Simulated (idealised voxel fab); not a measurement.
A process module follows: voxel ribs on slabs.
Shown is cross-section cut, with a width of 220 nm and square cells of size 5 nm.
A cross-section in this document is a grid of square cells, and it is written down as bands, the top band listed before the ones below it; a band is made up of one or more rows of cells.
The band entry comprises the height of the band's top followed by the height of its bottom, expressed in nm, and subsequently the band's materials from left to right, each stated together with its width in nm. Where a single material is marked with the word "edge to edge", that material fills the band from edge to edge. The word "blank" represents empty space.
Heights are reckoned from 0. Under this level, the received wafer is all of one material. The bottommost band is open-ended downward, for example "0 down".
It should be noted that a width expressed as "30..40" varies in equal increments from row to row of cells within the band, taking the value of the first number at the top row and that of the second number at the bottom row.
A step reported as "nothing got changed" is a step in which no cell of the cross-section changed.
Enclosed voids (no open way to top), threshold 8 cells or more, entry "Entrapped void list", notation width x height at distance, distance from left edge, nm.
If you see something after the settings on a step's line, that's the simulator's own remark about that step.
You can add "overlay nm" to a step's line. For a step with a mask, it describes how far the mask lay to the right of its planned position, and a negative number describes a lay to the left.
plan:
1: RECEIVE [material Si]
2: DIRECTIONAL_DEP [material SiO2] [thk nm 20]
3: DIRECTIONAL_DEP [material polySi] [thk nm 25]
4: PATTERN [tone cover] [mask id RIB] [material resist] [width nm 25] [thk nm 20] [overlay nm 0]
5: DIRECTIONAL_ETCH [etch materials polySi] [depth nm 5]
6: STRIP [etch materials resist]
7: MASKED_ETCH [tone cover] [mask id SLAB] [width nm 75] [etch materials polySi] [depth nm 20] [overlay nm 0]
8: FILL_DEP [material SiO2] [thk nm 20]
9: CMP [height nm 55]
10: DIRECTIONAL_DEP [material W] [thk nm 10]
11: DIRECTIONAL_DEP [material aC] [thk nm 10]
12: PATTERN [tone cover] [mask id HEATER] [material resist] [width nm 25] [thk nm 30] [overlay nm 0]
13: DIRECTIONAL_ETCH [etch materials aC] [depth nm 10]
14: STRIP [etch materials resist]
15: DIRECTIONAL_ETCH [etch materials W] [depth nm 10]
16: STRIP [etch materials aC]
17: CONFORMAL_DEP [material SiN] [thk nm 5]
Every wafer here starts from the same state; it is the step 12 width nm that distinguishes them, and the value the plan gives belongs to the first wafer.
The as-received cross-section of the first of several wafers corresponds to the state after step 1:
	0 down = Si edge to edge
	Entrapped void list: none
Here is the cross-section of the first of several wafers at the end of the module, after its last step, step 17:
	70 to 65 = blank (90) | SiN (35) | blank (95)
	65 to 60 = blank (90) | SiN (5) | W (25) | SiN (5) | blank (95)
	60 to 55 = SiN (95) | W (25) | SiN (100)
	55 to 45 = SiO2 edge to edge
	45 to 40 = SiO2 (95) | polySi (25) | SiO2 (100)
	40 to 20 = SiO2 (70) | polySi (75) | SiO2 (75)
	20 to 0 = SiO2 edge to edge
	0 down = Si edge to edge
	Entrapped void list: none
Of the several wafers, the last: cross-section at the end of the module:
	70 to 65 = blank (80) | SiN (60) | blank (80)
	65 to 60 = blank (80) | SiN (5) | W (50) | SiN (5) | blank (80)
	60 to 55 = SiN (85) | W (50) | SiN (85)
	55 to 45 = SiO2 edge to edge
	45 to 40 = SiO2 (95) | polySi (25) | SiO2 (100)
	40 to 20 = SiO2 (70) | polySi (75) | SiO2 (75)
	20 to 0 = SiO2 edge to edge
	0 down = Si edge to edge
	Entrapped void list: none
End of module, by wafer: material-by-material cell gain (+) or loss (-) since receipt, then closed voids:
width nm 25; +48 SiN; +419 SiO2; +10 W; +65 polySi; Entrapped void list: none
width nm 30; +48 SiN; +419 SiO2; +12 W; +65 polySi; Entrapped void list: none
width nm 35; +48 SiN; +419 SiO2; +14 W; +65 polySi; Entrapped void list: none
width nm 40; +48 SiN; +419 SiO2; +16 W; +65 polySi; Entrapped void list: none
width nm 45; +48 SiN; +419 SiO2; +18 W; +65 polySi; Entrapped void list: none
width nm 50; +48 SiN; +419 SiO2; +20 W; +65 polySi; Entrapped void list: none
